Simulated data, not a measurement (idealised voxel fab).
The process module presented herein is designated voxel gate over fins.
Shown is cross-section cut, with a width of 240 nm and square cells of size 5 nm.
Cross-section format: a grid of square cells, given as bands from top to bottom; each band is one or more rows of cells.
What a band's entry tells you: where the top is and where the bottom is, as heights in nm, and after that what lies inside, material by material from left to right, each with its width in nm. Empty space is written as the word "air", and a single material marked with the word "throughout" occupies the band from edge to edge.
Heights are expressed relative to 0, this being the level below which the as-received wafer comprises one material exclusively. The lowest band is unbounded in the downward direction and is denoted as in "0 and below".
Quick explanation for "30->40": the width changes in equal steps down the rows of cells, from the first number in the band's top row to the second number in its bottom row.
For the purposes of this document, the phrase "nothing was modified" attached to a step denotes that no cell within the cross-section was modified by that step.
Any empty space of 8 cells or more lacking an open way to the top shows up in "Fully sealed voids" as width x height at distance, distance from the left edge, in nm.
Anything after a step's settings on that line? It's the simulator's own note about the step.
If you see "overlay nm" on a step's line and that step has a mask, it's telling you how far right of where it was planned the mask ended up; a negative number means it went left instead.
How should the pairs below be read? Each gives the cross-section before one process step and the cross-section after it, the latter drawn only to the lowest band that changed; the step that lies between them, with its settings, appears under the pair. Does a pair pick up where the pair above left off? Only where its entry headed "Before processing" says so, since pairs can come from different runs of this module on the same starting wafer.
Before processing
> 10 down to 0 | SiO2 55 nm, then SiN 15 nm, then SiO2 40 nm, then SiN 15 nm, then SiO2 40 nm, then SiN 15 nm, then SiO2 60 nm
> 0 down to -30 | SiO2 55 nm, then Si 15 nm, then SiO2 40 nm, then Si 15 nm, then SiO2 40 nm, then Si 15 nm, then SiO2 60 nm
> -30 and below | Si throughout
> Fully sealed voids: none
As Processed
> 30 down to 10 | resist 80 nm, then air 20 nm, then resist 140 nm
> Beneath the level 10, the cross-section is identical to its previous state.
> Fully sealed voids: none
Here is the step that sits between the two cross-sections above: PATTERN | tone open | mask id RAIL | material resist | width nm 20 | thk nm 20 | overlay nm 0
Before processing: taken from the pair above, after panel.
As Processed
> 30 down to 10 | resist 80 nm, then air 20 nm, then resist 140 nm
> 10 down to 0 | SiO2 55 nm, then SiN 15 nm, then SiO2 10 nm, then air 20 nm, then SiO2 10 nm, then SiN 15 nm, then SiO2 40 nm, then SiN 15 nm, then SiO2 60 nm
> 0 down to -25 | SiO2 55 nm, then Si 15 nm, then SiO2 10 nm, then air 20 nm, then SiO2 10 nm, then Si 15 nm, then SiO2 40 nm, then Si 15 nm, then SiO2 60 nm
> Beneath the level -25, the cross-section is identical to its previous state.
> Fully sealed voids: none
Here is the step that sits between the two cross-sections above: DIRECTIONAL_ETCH | etch materials SiO2 | depth nm 35
Before processing: taken from the pair above, after panel.
As Processed
> 10 down to 0 | SiO2 55 nm, then SiN 15 nm, then SiO2 10 nm, then air 20 nm, then SiO2 10 nm, then SiN 15 nm, then SiO2 40 nm, then SiN 15 nm, then SiO2 60 nm
> Beneath the level 0, the cross-section is identical to its previous state.
> Fully sealed voids: none
Here is the step that sits between the two cross-sections above: STRIP | etch materials resist
Before processing: taken from the pair above, after panel.
As Processed
> 15 down to 10 | TiN 85 nm, then air 10 nm, then TiN 145 nm
> 10 down to 0 | SiO2 55 nm, then SiN 15 nm, then SiO2 10 nm, then TiN 5 nm, then air 10 nm, then TiN 5 nm, then SiO2 10 nm, then SiN 15 nm, then SiO2 40 nm, then SiN 15 nm, then SiO2 60 nm
> 0 down to -20 | SiO2 55 nm, then Si 15 nm, then SiO2 10 nm, then TiN 5 nm, then air 10 nm, then TiN 5 nm, then SiO2 10 nm, then Si 15 nm, then SiO2 40 nm, then Si 15 nm, then SiO2 60 nm
> -20 down to -25 | SiO2 55 nm, then Si 15 nm, then SiO2 10 nm, then TiN 20 nm, then SiO2 10 nm, then Si 15 nm, then SiO2 40 nm, then Si 15 nm, then SiO2 60 nm
> Beneath the level -25, the cross-section is identical to its previous state.
> Fully sealed voids: none
Here is the step that sits between the two cross-sections above: CONFORMAL_DEP | material TiN | thk nm 5
Before processing: taken from the pair above, after panel.
As Processed
> 20 down to 15 | Ru throughout
> 15 down to 10 | TiN 85 nm, then Ru 10 nm, then TiN 145 nm
> 10 down to 0 | SiO2 55 nm, then SiN 15 nm, then SiO2 10 nm, then TiN 5 nm, then Ru 10 nm, then TiN 5 nm, then SiO2 10 nm, then SiN 15 nm, then SiO2 40 nm, then SiN 15 nm, then SiO2 60 nm
> 0 down to -20 | SiO2 55 nm, then Si 15 nm, then SiO2 10 nm, then TiN 5 nm, then Ru 10 nm, then TiN 5 nm, then SiO2 10 nm, then Si 15 nm, then SiO2 40 nm, then Si 15 nm, then SiO2 60 nm
> Beneath the level -20, the cross-section is identical to its previous state.
> Fully sealed voids: none
Here is the step that sits between the two cross-sections above: FILL_DEP | material Ru | thk nm 5
Before processing: taken from the pair above, after panel.
As Processed
> 10 down to 0 | SiO2 55 nm, then SiN 15 nm, then SiO2 10 nm, then TiN 5 nm, then Ru 10 nm, then TiN 5 nm, then SiO2 10 nm, then SiN 15 nm, then SiO2 40 nm, then SiN 15 nm, then SiO2 60 nm
> Beneath the level 0, the cross-section is identical to its previous state.
> Fully sealed voids: none
Here is the step that sits between the two cross-sections above: CMP | height nm 10
Before processing: taken from the pair above, after panel.
As Processed
> 10 down to 0 | SiO2 55 nm, then SiN 15 nm, then SiO2 10 nm, then air 20 nm, then SiO2 10 nm, then SiN 15 nm, then SiO2 40 nm, then SiN 15 nm, then SiO2 60 nm
> 0 down to -20 | SiO2 55 nm, then Si 15 nm, then SiO2 10 nm, then air 20 nm, then SiO2 10 nm, then Si 15 nm, then SiO2 40 nm, then Si 15 nm, then SiO2 60 nm
> Beneath the level -20, the cross-section is identical to its previous state.
> Fully sealed voids: none
Here is the step that sits between the two cross-sections above: SELECTIVE_ETCH | etch materials W Ru TiN | depth nm 30
Before processing: taken from the pair above, after panel.
As Processed
> 15 down to 10 | SiO2 throughout
> 10 down to 0 | SiO2 55 nm, then SiN 15 nm, then SiO2 40 nm, then SiN 15 nm, then SiO2 40 nm, then SiN 15 nm, then SiO2 60 nm
> 0 down to -20 | SiO2 55 nm, then Si 15 nm, then SiO2 40 nm, then Si 15 nm, then SiO2 40 nm, then Si 15 nm, then SiO2 60 nm
> Beneath the level -20, the cross-section is identical to its previous state.
> Fully sealed voids: none
Here is the step that sits between the two cross-sections above: FILL_DEP | material SiO2 | thk nm 5
Before processing: taken from the pair above, after panel.
As Processed
> 10 down to 0 | SiO2 55 nm, then SiN 15 nm, then SiO2 40 nm, then SiN 15 nm, then SiO2 40 nm, then SiN 15 nm, then SiO2 60 nm
> Beneath the level 0, the cross-section is identical to its previous state.
> Fully sealed voids: none
Here is the step that sits between the two cross-sections above: CMP | height nm 10
Before processing: taken from the pair above, after panel.
As Processed
> 10 down to 0 | air 55 nm, then SiN 15 nm, then air 40 nm, then SiN 15 nm, then air 40 nm, then SiN 15 nm, then air 60 nm
> 0 down to -10 | air 55 nm, then Si 15 nm, then air 40 nm, then Si 15 nm, then air 40 nm, then Si 15 nm, then air 60 nm
> Beneath the level -10, the cross-section is identical to its previous state.
> Fully sealed voids: none
Here is the step that sits between the two cross-sections above: SELECTIVE_ETCH | etch materials SiO2 | depth nm 20
Before processing: taken from the pair above, after panel.
As Processed
> 0 down to -10 | air 55 nm, then Si 15 nm, then air 40 nm, then Si 15 nm, then air 40 nm, then Si 15 nm, then air 60 nm
> Beneath the level -10, the cross-section is identical to its previous state.
> Fully sealed voids: none
Here is the step that sits between the two cross-sections above: STRIP | etch materials SiN
Before processing: taken from the pair above, after panel.
As Processed
> 5 down to 0 | air 50 nm, then HfO2 25 nm, then air 30 nm, then HfO2 25 nm, then air 30 nm, then HfO2 25 nm, then air 55 nm
> 0 down to -5 | air 50 nm, then HfO2 5 nm, then Si 15 nm, then HfO2 5 nm, then air 30 nm, then HfO2 5 nm, then Si 15 nm, then HfO2 5 nm, then air 30 nm, then HfO2 5 nm, then Si 15 nm, then HfO2 5 nm, then air 55 nm
> -5 down to -10 | HfO2 55 nm, then Si 15 nm, then HfO2 40 nm, then Si 15 nm, then HfO2 40 nm, then Si 15 nm, then HfO2 60 nm
> Beneath the level -10, the cross-section is identical to its previous state.
> Fully sealed voids: none
Here is the step that sits between the two cross-sections above: CONFORMAL_DEP | material HfO2 | thk nm 5
Before processing: taken from the pair above, after panel.
As Processed
> 10 down to 5 | air 45 nm, then TiN 35 nm, then air 20 nm, then TiN 35 nm, then air 20 nm, then TiN 35 nm, then air 50 nm
> 5 down to 0 | air 45 nm, then TiN 5 nm, then HfO2 25 nm, then TiN 5 nm, then air 20 nm, then TiN 5 nm, then HfO2 25 nm, then TiN 5 nm, then air 20 nm, then TiN 5 nm, then HfO2 25 nm, then TiN 5 nm, then air 50 nm
> 0 down to -5 | TiN 50 nm, then HfO2 5 nm, then Si 15 nm, then HfO2 5 nm, then TiN 30 nm, then HfO2 5 nm, then Si 15 nm, then HfO2 5 nm, then TiN 30 nm, then HfO2 5 nm, then Si 15 nm, then HfO2 5 nm, then TiN 55 nm
> Beneath the level -5, the cross-section is identical to its previous state.
> Fully sealed voids: none
Here is the step that sits between the two cross-sections above: CONFORMAL_DEP | material TiN | thk nm 5
Before processing: taken from the pair above, after panel.
As Processed
> 20 down to 10 | W throughout
> 10 down to 5 | W 45 nm, then TiN 35 nm, then W 20 nm, then TiN 35 nm, then W 20 nm, then TiN 35 nm, then W 50 nm
> 5 down to 0 | W 45 nm, then TiN 5 nm, then HfO2 25 nm, then TiN 5 nm, then W 20 nm, then TiN 5 nm, then HfO2 25 nm, then TiN 5 nm, then W 20 nm, then TiN 5 nm, then HfO2 25 nm, then TiN 5 nm, then W 50 nm
> Beneath the level 0, the cross-section is identical to its previous state.
> Fully sealed voids: none
Here is the step that sits between the two cross-sections above: FILL_DEP | material W | thk nm 10
Before processing: taken from the pair above, after panel.
As Processed
> 15 down to 10 | W throughout
> Beneath the level 10, the cross-section is identical to its previous state.
> Fully sealed voids: none
Here is the step that sits between the two cross-sections above: CMP | height nm 15
Before processing: taken from the pair above, after panel.
As Processed
> 25 down to 15 | SiCN throughout
> Beneath the level 15, the cross-section is identical to its previous state.
> Fully sealed voids: none
Here is the step that sits between the two cross-sections above: CONFORMAL_DEP | material SiCN | thk nm 10
Before processing
> 10 down to 0 | SiO2 55 nm, then SiN 15 nm, then SiO2 40 nm, then SiN 15 nm, then SiO2 40 nm, then SiN 15 nm, then SiO2 60 nm
> 0 down to -30 | SiO2 55 nm, then Si 15 nm, then SiO2 40 nm, then Si 15 nm, then SiO2 40 nm, then Si 15 nm, then SiO2 60 nm
> -30 and below | Si throughout
> Fully sealed voids: none
As Processed
> 30 down to 10 | resist 70 nm, then air 15 nm, then resist 155 nm
> Beneath the level 10, the cross-section is identical to its previous state.
> Fully sealed voids: none
Here is the step that sits between the two cross-sections above: PATTERN | tone open | mask id RAIL | material resist | width nm 15 | thk nm 20 | overlay nm -10
Before processing: taken from the pair above, after panel.
As Processed
> 30 down to 10 | resist 70 nm, then air 15 nm, then resist 155 nm
> 10 down to 0 | SiO2 55 nm, then SiN 15 nm, then air 15 nm, then SiO2 25 nm, then SiN 15 nm, then SiO2 40 nm, then SiN 15 nm, then SiO2 60 nm
> 0 down to -25 | SiO2 55 nm, then Si 15 nm, then air 15 nm, then SiO2 25 nm, then Si 15 nm, then SiO2 40 nm, then Si 15 nm, then SiO2 60 nm
> Beneath the level -25, the cross-section is identical to its previous state.
> Fully sealed voids: none
Here is the step that sits between the two cross-sections above: DIRECTIONAL_ETCH | etch materials SiO2 | depth nm 35
Before processing: taken from the pair above, after panel.
As Processed
> 10 down to 0 | SiO2 55 nm, then SiN 15 nm, then air 15 nm, then SiO2 25 nm, then SiN 15 nm, then SiO2 40 nm, then SiN 15 nm, then SiO2 60 nm
> Beneath the level 0, the cross-section is identical to its previous state.
> Fully sealed voids: none
Here is the step that sits between the two cross-sections above: STRIP | etch materials resist
Before processing: taken from the pair above, after panel.
As Processed
> 15 down to 10 | TiN 75 nm, then air 5 nm, then TiN 160 nm
> 10 down to 0 | SiO2 55 nm, then SiN 15 nm, then TiN 5 nm, then air 5 nm, then TiN 5 nm, then SiO2 25 nm, then SiN 15 nm, then SiO2 40 nm, then SiN 15 nm, then SiO2 60 nm
> 0 down to -20 | SiO2 55 nm, then Si 15 nm, then TiN 5 nm, then air 5 nm, then TiN 5 nm, then SiO2 25 nm, then Si 15 nm, then SiO2 40 nm, then Si 15 nm, then SiO2 60 nm
> -20 down to -25 | SiO2 55 nm, then Si 15 nm, then TiN 15 nm, then SiO2 25 nm, then Si 15 nm, then SiO2 40 nm, then Si 15 nm, then SiO2 60 nm
> Beneath the level -25, the cross-section is identical to its previous state.
> Fully sealed voids: none
Here is the step that sits between the two cross-sections above: CONFORMAL_DEP | material TiN | thk nm 5
Before processing: taken from the pair above, after panel.
As Processed
> 20 down to 15 | Ru throughout
> 15 down to 10 | TiN 75 nm, then Ru 5 nm, then TiN 160 nm
> 10 down to 0 | SiO2 55 nm, then SiN 15 nm, then TiN 5 nm, then Ru 5 nm, then TiN 5 nm, then SiO2 25 nm, then SiN 15 nm, then SiO2 40 nm, then SiN 15 nm, then SiO2 60 nm
> 0 down to -20 | SiO2 55 nm, then Si 15 nm, then TiN 5 nm, then Ru 5 nm, then TiN 5 nm, then SiO2 25 nm, then Si 15 nm, then SiO2 40 nm, then Si 15 nm, then SiO2 60 nm
> Beneath the level -20, the cross-section is identical to its previous state.
> Fully sealed voids: none
Here is the step that sits between the two cross-sections above: FILL_DEP | material Ru | thk nm 5
Before processing: taken from the pair above, after panel.
As Processed
> 10 down to 0 | SiO2 55 nm, then SiN 15 nm, then TiN 5 nm, then Ru 5 nm, then TiN 5 nm, then SiO2 25 nm, then SiN 15 nm, then SiO2 40 nm, then SiN 15 nm, then SiO2 60 nm
> Beneath the level 0, the cross-section is identical to its previous state.
> Fully sealed voids: none
Here is the step that sits between the two cross-sections above: CMP | height nm 10
Before processing: taken from the pair above, after panel.
As Processed
> 10 down to 0 | SiO2 55 nm, then SiN 15 nm, then air 15 nm, then SiO2 25 nm, then SiN 15 nm, then SiO2 40 nm, then SiN 15 nm, then SiO2 60 nm
> 0 down to -20 | SiO2 55 nm, then Si 15 nm, then air 15 nm, then SiO2 25 nm, then Si 15 nm, then SiO2 40 nm, then Si 15 nm, then SiO2 60 nm
> Beneath the level -20, the cross-section is identical to its previous state.
> Fully sealed voids: none
Here is the step that sits between the two cross-sections above: SELECTIVE_ETCH | etch materials W Ru TiN | depth nm 30
Before processing: taken from the pair above, after panel.
As Processed
> 15 down to 10 | SiO2 throughout
> 10 down to 0 | SiO2 55 nm, then SiN 15 nm, then SiO2 40 nm, then SiN 15 nm, then SiO2 40 nm, then SiN 15 nm, then SiO2 60 nm
> 0 down to -20 | SiO2 55 nm, then Si 15 nm, then SiO2 40 nm, then Si 15 nm, then SiO2 40 nm, then Si 15 nm, then SiO2 60 nm
> Beneath the level -20, the cross-section is identical to its previous state.
> Fully sealed voids: none
Here is the step that sits between the two cross-sections above: FILL_DEP | material SiO2 | thk nm 5
Before processing: taken from the pair above, after panel.
As Processed
> 10 down to 0 | SiO2 55 nm, then SiN 15 nm, then SiO2 40 nm, then SiN 15 nm, then SiO2 40 nm, then SiN 15 nm, then SiO2 60 nm
> Beneath the level 0, the cross-section is identical to its previous state.
> Fully sealed voids: none
Here is the step that sits between the two cross-sections above: CMP | height nm 10
Before processing: taken from the pair above, after panel.
As Processed
> 10 down to 0 | air 55 nm, then SiN 15 nm, then air 40 nm, then SiN 15 nm, then air 40 nm, then SiN 15 nm, then air 60 nm
> 0 down to -10 | air 55 nm, then Si 15 nm, then air 40 nm, then Si 15 nm, then air 40 nm, then Si 15 nm, then air 60 nm
> Beneath the level -10, the cross-section is identical to its previous state.
> Fully sealed voids: none
Here is the step that sits between the two cross-sections above: SELECTIVE_ETCH | etch materials SiO2 | depth nm 20
Before processing: taken from the pair above, after panel.
As Processed
> 0 down to -10 | air 55 nm, then Si 15 nm, then air 40 nm, then Si 15 nm, then air 40 nm, then Si 15 nm, then air 60 nm
> Beneath the level -10, the cross-section is identical to its previous state.
> Fully sealed voids: none
Here is the step that sits between the two cross-sections above: STRIP | etch materials SiN
Before processing: taken from the pair above, after panel.
As Processed
> 5 down to 0 | air 50 nm, then HfO2 25 nm, then air 30 nm, then HfO2 25 nm, then air 30 nm, then HfO2 25 nm, then air 55 nm
> 0 down to -5 | air 50 nm, then HfO2 5 nm, then Si 15 nm, then HfO2 5 nm, then air 30 nm, then HfO2 5 nm, then Si 15 nm, then HfO2 5 nm, then air 30 nm, then HfO2 5 nm, then Si 15 nm, then HfO2 5 nm, then air 55 nm
> -5 down to -10 | HfO2 55 nm, then Si 15 nm, then HfO2 40 nm, then Si 15 nm, then HfO2 40 nm, then Si 15 nm, then HfO2 60 nm
> Beneath the level -10, the cross-section is identical to its previous state.
> Fully sealed voids: none
Here is the step that sits between the two cross-sections above: CONFORMAL_DEP | material HfO2 | thk nm 5
Before processing: taken from the pair above, after panel.
As Processed
> 10 down to 5 | air 45 nm, then TiN 35 nm, then air 20 nm, then TiN 35 nm, then air 20 nm, then TiN 35 nm, then air 50 nm
> 5 down to 0 | air 45 nm, then TiN 5 nm, then HfO2 25 nm, then TiN 5 nm, then air 20 nm, then TiN 5 nm, then HfO2 25 nm, then TiN 5 nm, then air 20 nm, then TiN 5 nm, then HfO2 25 nm, then TiN 5 nm, then air 50 nm
> 0 down to -5 | TiN 50 nm, then HfO2 5 nm, then Si 15 nm, then HfO2 5 nm, then TiN 30 nm, then HfO2 5 nm, then Si 15 nm, then HfO2 5 nm, then TiN 30 nm, then HfO2 5 nm, then Si 15 nm, then HfO2 5 nm, then TiN 55 nm
> Beneath the level -5, the cross-section is identical to its previous state.
> Fully sealed voids: none
Here is the step that sits between the two cross-sections above: CONFORMAL_DEP | material TiN | thk nm 5
Before processing: taken from the pair above, after panel.
As Processed
> 20 down to 10 | W throughout
> 10 down to 5 | W 45 nm, then TiN 35 nm, then W 20 nm, then TiN 35 nm, then W 20 nm, then TiN 35 nm, then W 50 nm
> 5 down to 0 | W 45 nm, then TiN 5 nm, then HfO2 25 nm, then TiN 5 nm, then W 20 nm, then TiN 5 nm, then HfO2 25 nm, then TiN 5 nm, then W 20 nm, then TiN 5 nm, then HfO2 25 nm, then TiN 5 nm, then W 50 nm
> Beneath the level 0, the cross-section is identical to its previous state.
> Fully sealed voids: none
Here is the step that sits between the two cross-sections above: FILL_DEP | material W | thk nm 10
Before processing: taken from the pair above, after panel.
As Processed
> 15 down to 10 | W throughout
> Beneath the level 10, the cross-section is identical to its previous state.
> Fully sealed voids: none
Here is the step that sits between the two cross-sections above: CMP | height nm 15
Before processing: taken from the pair above, after panel.
As Processed
> 25 down to 15 | SiCN throughout
> Beneath the level 15, the cross-section is identical to its previous state.
> Fully sealed voids: none
Here is the step that sits between the two cross-sections above: CONFORMAL_DEP | material SiCN | thk nm 10
Before processing
> 0 and below | Si throughout
> Fully sealed voids: none
As Processed
> 10 down to 0 | HfO2 throughout
> Beneath the level 0, the cross-section is identical to its previous state.
> Fully sealed voids: none
Here is the step that sits between the two cross-sections above: CONFORMAL_DEP | material HfO2 | thk nm 10
Before processing: taken from the pair above, after panel.
As Processed
> 20 down to 10 | SiO2 throughout
> Beneath the level 10, the cross-section is identical to its previous state.
> Fully sealed voids: none
Here is the step that sits between the two cross-sections above: FILL_DEP | material SiO2 | thk nm 10
Before processing: taken from the pair above, after panel.
As Processed
> 10 down to 0 | HfO2 throughout
> Beneath the level 0, the cross-section is identical to its previous state.
> Fully sealed voids: none
Here is the step that sits between the two cross-sections above: CMP | height nm 10
Before processing: taken from the pair above, after panel.
As Processed
> 30 down to 10 | resist 80 nm, then air 15 nm, then resist 145 nm
> Beneath the level 10, the cross-section is identical to its previous state.
> Fully sealed voids: none
Here is the step that sits between the two cross-sections above: PATTERN | tone open | mask id RAIL | material resist | width nm 15 | thk nm 20 | overlay nm 0
Before processing: taken from the pair above, after panel.
As Processed
> 10 down to 0 | HfO2 throughout
> Beneath the level 0, the cross-section is identical to its previous state.
> Fully sealed voids: none
Here is the step that sits between the two cross-sections above: STRIP | etch materials resist
Before processing: taken from the pair above, after panel.
As Processed
> 15 down to 10 | TiN throughout
> Beneath the level 10, the cross-section is identical to its previous state.
> Fully sealed voids: none
Here is the step that sits between the two cross-sections above: CONFORMAL_DEP | material TiN | thk nm 5
Before processing: taken from the pair above, after panel.
As Processed
> 20 down to 15 | Ru throughout
> Beneath the level 15, the cross-section is identical to its previous state.
> Fully sealed voids: none
Here is the step that sits between the two cross-sections above: FILL_DEP | material Ru | thk nm 5
Before processing: taken from the pair above, after panel.
As Processed
> 10 down to 0 | HfO2 throughout
> Beneath the level 0, the cross-section is identical to its previous state.
> Fully sealed voids: none
Here is the step that sits between the two cross-sections above: CMP | height nm 10
Before processing: taken from the pair above, after panel.
As Processed
> 15 down to 10 | SiO2 throughout
> Beneath the level 10, the cross-section is identical to its previous state.
> Fully sealed voids: none
Here is the step that sits between the two cross-sections above: FILL_DEP | material SiO2 | thk nm 5
Before processing: taken from the pair above, after panel.
As Processed
> 10 down to 0 | HfO2 throughout
> Beneath the level 0, the cross-section is identical to its previous state.
> Fully sealed voids: none
Here is the step that sits between the two cross-sections above: CMP | height nm 10
Before processing: taken from the pair above, after panel.
As Processed
> 15 down to 0 | HfO2 throughout
> Beneath the level 0, the cross-section is identical to its previous state.
> Fully sealed voids: none
Here is the step that sits between the two cross-sections above: CONFORMAL_DEP | material HfO2 | thk nm 5
Before processing: taken from the pair above, after panel.
As Processed
> 20 down to 15 | TiN throughout
> Beneath the level 15, the cross-section is identical to its previous state.
> Fully sealed voids: none
Here is the step that sits between the two cross-sections above: CONFORMAL_DEP | material TiN | thk nm 5
Before processing: taken from the pair above, after panel.
As Processed
> 30 down to 20 | W throughout
> Beneath the level 20, the cross-section is identical to its previous state.
> Fully sealed voids: none
Here is the step that sits between the two cross-sections above: FILL_DEP | material W | thk nm 10
Before processing: taken from the pair above, after panel.
As Processed
> 15 down to 0 | HfO2 throughout
> Beneath the level 0, the cross-section is identical to its previous state.
> Fully sealed voids: none
Here is the step that sits between the two cross-sections above: CMP | height nm 15
Before processing: taken from the pair above, after panel.
As Processed
> 25 down to 15 | SiCN throughout
> Beneath the level 15, the cross-section is identical to its previous state.
> Fully sealed voids: none
Here is the step that sits between the two cross-sections above: CONFORMAL_DEP | material SiCN | thk nm 10
Before processing
> 10 down to 0 | SiO2 55 nm, then SiN 15 nm, then SiO2 40 nm, then SiN 15 nm, then SiO2 40 nm, then SiN 15 nm, then SiO2 60 nm
> 0 down to -30 | SiO2 55 nm, then Si 15 nm, then SiO2 40 nm, then Si 15 nm, then SiO2 40 nm, then Si 15 nm, then SiO2 60 nm
> -30 and below | Si throughout
> Fully sealed voids: none
As Processed
> 30 down to 10 | air 80 nm, then resist 15 nm, then air 145 nm
> Beneath the level 10, the cross-section is identical to its previous state.
> Fully sealed voids: none
Here is the step that sits between the two cross-sections above: PATTERN | tone cover | mask id RAIL | material resist | width nm 15 | thk nm 20 | overlay nm 0
Before processing: taken from the pair above, after panel.
As Processed
> 30 down to 10 | air 80 nm, then resist 15 nm, then air 145 nm
> 10 down to 0 | air 55 nm, then SiN 15 nm, then air 10 nm, then SiO2 15 nm, then air 15 nm, then SiN 15 nm, then air 40 nm, then SiN 15 nm, then air 60 nm
> 0 down to -25 | air 55 nm, then Si 15 nm, then air 10 nm, then SiO2 15 nm, then air 15 nm, then Si 15 nm, then air 40 nm, then Si 15 nm, then air 60 nm
> Beneath the level -25, the cross-section is identical to its previous state.
> Fully sealed voids: none
Here is the step that sits between the two cross-sections above: DIRECTIONAL_ETCH | etch materials SiO2 | depth nm 35
Before processing: taken from the pair above, after panel.
As Processed
> 10 down to 0 | air 55 nm, then SiN 15 nm, then air 10 nm, then SiO2 15 nm, then air 15 nm, then SiN 15 nm, then air 40 nm, then SiN 15 nm, then air 60 nm
> Beneath the level 0, the cross-section is identical to its previous state.
> Fully sealed voids: none
Here is the step that sits between the two cross-sections above: STRIP | etch materials resist
Before processing: taken from the pair above, after panel.
As Processed
> 15 down to 10 | air 50 nm, then TiN 50 nm, then air 5 nm, then TiN 25 nm, then air 30 nm, then TiN 25 nm, then air 55 nm
> 10 down to 0 | air 50 nm, then TiN 5 nm, then SiN 15 nm, then TiN 10 nm, then SiO2 15 nm, then TiN 5 nm, then air 5 nm, then TiN 5 nm, then SiN 15 nm, then TiN 5 nm, then air 30 nm, then TiN 5 nm, then SiN 15 nm, then TiN 5 nm, then air 55 nm
> 0 down to -20 | air 50 nm, then TiN 5 nm, then Si 15 nm, then TiN 10 nm, then SiO2 15 nm, then TiN 5 nm, then air 5 nm, then TiN 5 nm, then Si 15 nm, then TiN 5 nm, then air 30 nm, then TiN 5 nm, then Si 15 nm, then TiN 5 nm, then air 55 nm
> -20 down to -25 | TiN 55 nm, then Si 15 nm, then TiN 10 nm, then SiO2 15 nm, then TiN 15 nm, then Si 15 nm, then TiN 40 nm, then Si 15 nm, then TiN 60 nm
> Beneath the level -25, the cross-section is identical to its previous state.
> Fully sealed voids: none
Here is the step that sits between the two cross-sections above: CONFORMAL_DEP | material TiN | thk nm 5
Before processing: taken from the pair above, after panel.
As Processed
> 20 down to 15 | Ru throughout
> 15 down to 10 | Ru 50 nm, then TiN 50 nm, then Ru 5 nm, then TiN 25 nm, then Ru 30 nm, then TiN 25 nm, then Ru 55 nm
> 10 down to 0 | Ru 50 nm, then TiN 5 nm, then SiN 15 nm, then TiN 10 nm, then SiO2 15 nm, then TiN 5 nm, then Ru 5 nm, then TiN 5 nm, then SiN 15 nm, then TiN 5 nm, then Ru 30 nm, then TiN 5 nm, then SiN 15 nm, then TiN 5 nm, then Ru 55 nm
> 0 down to -20 | Ru 50 nm, then TiN 5 nm, then Si 15 nm, then TiN 10 nm, then SiO2 15 nm, then TiN 5 nm, then Ru 5 nm, then TiN 5 nm, then Si 15 nm, then TiN 5 nm, then Ru 30 nm, then TiN 5 nm, then Si 15 nm, then TiN 5 nm, then Ru 55 nm
> Beneath the level -20, the cross-section is identical to its previous state.
> Fully sealed voids: none
Here is the step that sits between the two cross-sections above: FILL_DEP | material Ru | thk nm 5
Before processing: taken from the pair above, after panel.
As Processed
> 10 down to 0 | Ru 50 nm, then TiN 5 nm, then SiN 15 nm, then TiN 10 nm, then SiO2 15 nm, then TiN 5 nm, then Ru 5 nm, then TiN 5 nm, then SiN 15 nm, then TiN 5 nm, then Ru 30 nm, then TiN 5 nm, then SiN 15 nm, then TiN 5 nm, then Ru 55 nm
> Beneath the level 0, the cross-section is identical to its previous state.
> Fully sealed voids: none
Here is the step that sits between the two cross-sections above: CMP | height nm 10
Before processing: taken from the pair above, after panel.
As Processed
> 10 down to 0 | air 55 nm, then SiN 15 nm, then air 10 nm, then SiO2 15 nm, then air 15 nm, then SiN 15 nm, then air 40 nm, then SiN 15 nm, then air 60 nm
> 0 down to -20 | air 55 nm, then Si 15 nm, then air 10 nm, then SiO2 15 nm, then air 15 nm, then Si 15 nm, then air 40 nm, then Si 15 nm, then air 60 nm
> Beneath the level -20, the cross-section is identical to its previous state.
> Fully sealed voids: none
Here is the step that sits between the two cross-sections above: SELECTIVE_ETCH | etch materials W Ru TiN | depth nm 30
Before processing: taken from the pair above, after panel.
As Processed
> 15 down to 10 | SiO2 throughout
> 10 down to 0 | SiO2 55 nm, then SiN 15 nm, then SiO2 40 nm, then SiN 15 nm, then SiO2 40 nm, then SiN 15 nm, then SiO2 60 nm
> 0 down to -20 | SiO2 55 nm, then Si 15 nm, then SiO2 40 nm, then Si 15 nm, then SiO2 40 nm, then Si 15 nm, then SiO2 60 nm
> Beneath the level -20, the cross-section is identical to its previous state.
> Fully sealed voids: none
Here is the step that sits between the two cross-sections above: FILL_DEP | material SiO2 | thk nm 5
Before processing: taken from the pair above, after panel.
As Processed
> 10 down to 0 | SiO2 55 nm, then SiN 15 nm, then SiO2 40 nm, then SiN 15 nm, then SiO2 40 nm, then SiN 15 nm, then SiO2 60 nm
> Beneath the level 0, the cross-section is identical to its previous state.
> Fully sealed voids: none
Here is the step that sits between the two cross-sections above: CMP | height nm 10
Before processing: taken from the pair above, after panel.
As Processed
> 10 down to 0 | air 55 nm, then SiN 15 nm, then air 40 nm, then SiN 15 nm, then air 40 nm, then SiN 15 nm, then air 60 nm
> 0 down to -10 | air 55 nm, then Si 15 nm, then air 40 nm, then Si 15 nm, then air 40 nm, then Si 15 nm, then air 60 nm
> Beneath the level -10, the cross-section is identical to its previous state.
> Fully sealed voids: none
Here is the step that sits between the two cross-sections above: SELECTIVE_ETCH | etch materials SiO2 | depth nm 20
Before processing: taken from the pair above, after panel.
As Processed
> 0 down to -10 | air 55 nm, then Si 15 nm, then air 40 nm, then Si 15 nm, then air 40 nm, then Si 15 nm, then air 60 nm
> Beneath the level -10, the cross-section is identical to its previous state.
> Fully sealed voids: none
Here is the step that sits between the two cross-sections above: STRIP | etch materials SiN
Before processing: taken from the pair above, after panel.
As Processed
> 5 down to 0 | air 50 nm, then HfO2 25 nm, then air 30 nm, then HfO2 25 nm, then air 30 nm, then HfO2 25 nm, then air 55 nm
> 0 down to -5 | air 50 nm, then HfO2 5 nm, then Si 15 nm, then HfO2 5 nm, then air 30 nm, then HfO2 5 nm, then Si 15 nm, then HfO2 5 nm, then air 30 nm, then HfO2 5 nm, then Si 15 nm, then HfO2 5 nm, then air 55 nm
> -5 down to -10 | HfO2 55 nm, then Si 15 nm, then HfO2 40 nm, then Si 15 nm, then HfO2 40 nm, then Si 15 nm, then HfO2 60 nm
> Beneath the level -10, the cross-section is identical to its previous state.
> Fully sealed voids: none
Here is the step that sits between the two cross-sections above: CONFORMAL_DEP | material HfO2 | thk nm 5
